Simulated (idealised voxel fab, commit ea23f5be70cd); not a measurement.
Process module under the name voxel released beams
In the cross-section labelled cut, the width is 275 nm and each square cell is 5 nm.
Each cross-section below is a grid of square cells, stated as bands in top-down order, with one or more rows of cells making up each band.
The entry gives the band's vertical extent as a top height and a bottom height in nm, then its horizontal make-up as materials from left to right, each with a width in nm. "blank" stands for empty space; a single material marked "full width" fills the band edge to edge.
Heights from 0 (as-received wafer is one material below). Bottom band endless downward, as "0..down".
When a width is written as two numbers, as in "30 to 40", the first number is the width in the top row of cells of the band and the second is the width in its bottom row, and the width changes by the same amount from each row to the next.
The cross-section has no changed cell in any step marked "remained unchanged".
"Closed void register" specifies each empty space that is not open to the top and that occupies no fewer than 8 cells, using the form width x height at distance, the distance measured from the left edge and all three quantities in nm.
The remark found on a step's line after its settings is issued by the simulator itself and pertains to that step.
overlay nm: right-of-plan distance of the mask on a masked step; negative values mean left-of-plan.

### Set out below are the planned steps of the process
step 1: RECEIVE: material Si
step 2: CONFORMAL_DEP: material Al2O3, thk nm 10
step 3: DIRECTIONAL_DEP: material SiO2, thk nm 15
step 4: MASKED_ETCH: tone open, mask id ANCHOR, width nm 25, etch materials SiO2, depth nm 15, overlay nm 0
step 5: CONFORMAL_DEP: material SiN, thk nm 10
step 6: MASKED_ETCH: tone cover, mask id BEAM, width nm 105, etch materials SiN, depth nm 10, overlay nm 0
step 7: STRIP: etch materials SiO2

### Cross-section of the wafer upon arrival, representing the state reached after step 1
- 0..down: Si full width
- Closed void register: none

### End-of-module cross-section. Starting structure and process plan as above; one mistake made in running it
- 20..10: blank 80 nm; SiN 105 nm; blank 90 nm
- 10..0: Al2O3 full width
- 0..down: Si full width
- Closed void register: none
Deviation from plan: step 3 of the plan never got run, it was skipped over
